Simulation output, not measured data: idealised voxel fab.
process module | voxel double patterning
cross-section cut | 180 nm wide | cells 5 nm
A cross-section is a grid of square cells, given in bands from the top down. A band is one or more rows of cells.
Each band's line starts with the height of the band's top and of its bottom, in nm. Then come its materials from left to right, each with its width in nm. One material with "throughout" fills the band from edge to edge. "air" is empty space.
Height 0 is the level under which the wafer as received is all one material. The lowest band goes on downwards, as in "0 down".
A width such as "30 to 40" changes by the same amount from each row of cells to the next, from the band's top row to its bottom row.
"no change" after a step means that no cell of the cross-section changed.
closed voids: empty space of 8 cells or more with no open way to the top, each as width x height at its distance from the left edge, in nm
after a step's settings: what the simulator itself notes on the step
overlay nm, on a step with a mask: how far to the right of its planned place the mask lay; to the left if negative
plan
1 op RECEIVE | material Si
2 op CONFORMAL_DEP | material SiO2 | thk nm 5
3 op DIRECTIONAL_DEP | material W | thk nm 20
4 op DIRECTIONAL_DEP | material SiCN | thk nm 5
5 op MASKED_ETCH | tone open | mask id FIRST | width nm 15 | pitch nm 50 | etch materials SiCN | depth nm 5 | overlay nm 0
6 op PATTERN | tone open | mask id SECOND | material resist | width nm 15 | pitch nm 50 | thk nm 15 | overlay nm 0
7 op DIRECTIONAL_ETCH | etch materials SiCN | depth nm 5
8 op STRIP | etch materials resist
9 op DIRECTIONAL_ETCH | etch materials W | depth nm 20
10 op STRIP | etch materials SiCN
as received, after step 1
  0 down: Si throughout
  closed voids: none
first wafer at the end, as planned
  25 to 5: W 30 | air 15 | W 10 | air 15 | W 10 | air 15 | W 10 | air 15 | W 10 | air 15 | W 35
  5 to 0: SiO2 throughout
  0 down: Si throughout
  closed voids: none
second wafer at the end: like start, like plan, one mistake
  25 to 5: W 25 | air 25 | W 5 | air 15 | W 5 | air 25 | W 5 | air 15 | W 5 | air 25 | W 30
  5 to 0: SiO2 throughout
  0 down: Si throughout
  closed voids: none
what went wrong: step 5 ran as: op MASKED_ETCH | tone open | mask id FIRST | width nm 25 | pitch nm 50 | etch materials SiCN | depth nm 5 | overlay nm 0
at the end the second wafer has, in cells: 24 fewer of W
